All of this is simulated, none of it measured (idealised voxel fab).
The process module presented herein is designated voxel ribs on slabs.
The cross-section shown here is cut; it is 265 nm wide and divided into square cells measuring 5 nm on a side.
Cross-section layout: square cells on a grid; listed as bands, top to bottom; a band spans one or more cell rows.
Top height, bottom height, nm. Materials left to right, width each, nm. Single material + "all across" = fills band edge to edge. "blank" = empty.
Below 0: as-received wafer, all one material; heights counted from there. Lowest band: no bottom, goes on down, written "from 0 down".
The two numbers in a width such as "30..40" mark its ends across the band: the first belongs to the top row of cells, the second to the bottom row, and from each row to the next the width moves by the same amount.
A step reported as "nothing got changed" is a step in which no cell of the cross-section changed.
So "Closed void roster" is basically the list of trapped voids: any empty space of 8 cells or more that can't reach the top through an opening. They're written width x height at distance, the distance being from the left edge, and it's all nm.
On each step's line, the part that comes after the settings is the simulator's own comment on the step.
"overlay nm" denotes, for a step that has a mask, the displacement of the mask to the right of its planned place, with negative values corresponding to the left.

[The following list gives the planned process steps]
1 RECEIVE (material Si)
2 DIRECTIONAL_DEP (material SiO2; thk nm 30)
3 DIRECTIONAL_DEP (material polySi; thk nm 20)
4 PATTERN (tone cover; mask id RIB; material resist; width nm 30; thk nm 15; overlay nm 0)
5 DIRECTIONAL_ETCH (etch materials polySi; depth nm 5)
6 STRIP (etch materials resist)
7 MASKED_ETCH (tone cover; mask id SLAB; width nm 60; etch materials polySi; depth nm 15; overlay nm -15)
8 FILL_DEP (material SiO2; thk nm 20)
9 CMP (height nm 60)
10 DIRECTIONAL_DEP (material TiN; thk nm 10)
11 PATTERN (tone cover; mask id HEATER; material resist; width nm 40; thk nm 15; overlay nm 0)
12 DIRECTIONAL_ETCH (etch materials TiN; depth nm 10)
13 STRIP (etch materials resist)
14 CONFORMAL_DEP (material SiN; thk nm 10)
Across this set of wafers, the varied parameter is the overlay nm of step 7. Starting conditions are identical for every wafer, and the plan reports the value assigned to the first wafer.

[Incoming state of the first of several wafers in cross-section: after step 1]
	from 0 down | Si all across
	Closed void roster: none

[Row per wafer, end-of-module: cell gain (+)/loss (-) by material since the wafer came in, then closed voids]
overlay nm -15, +114 SiN, +594 SiO2, +16 TiN, +42 polySi, Closed void roster: none
overlay nm -10, +114 SiN, +594 SiO2, +16 TiN, +42 polySi, Closed void roster: none
overlay nm -5, +114 SiN, +594 SiO2, +16 TiN, +42 polySi, Closed void roster: none
overlay nm 0, +114 SiN, +594 SiO2, +16 TiN, +42 polySi, Closed void roster: none
overlay nm 5, +114 SiN, +594 SiO2, +16 TiN, +42 polySi, Closed void roster: none
overlay nm 10, +114 SiN, +594 SiO2, +16 TiN, +42 polySi, Closed void roster: none
overlay nm 15, +114 SiN, +594 SiO2, +16 TiN, +42 polySi, Closed void roster: none
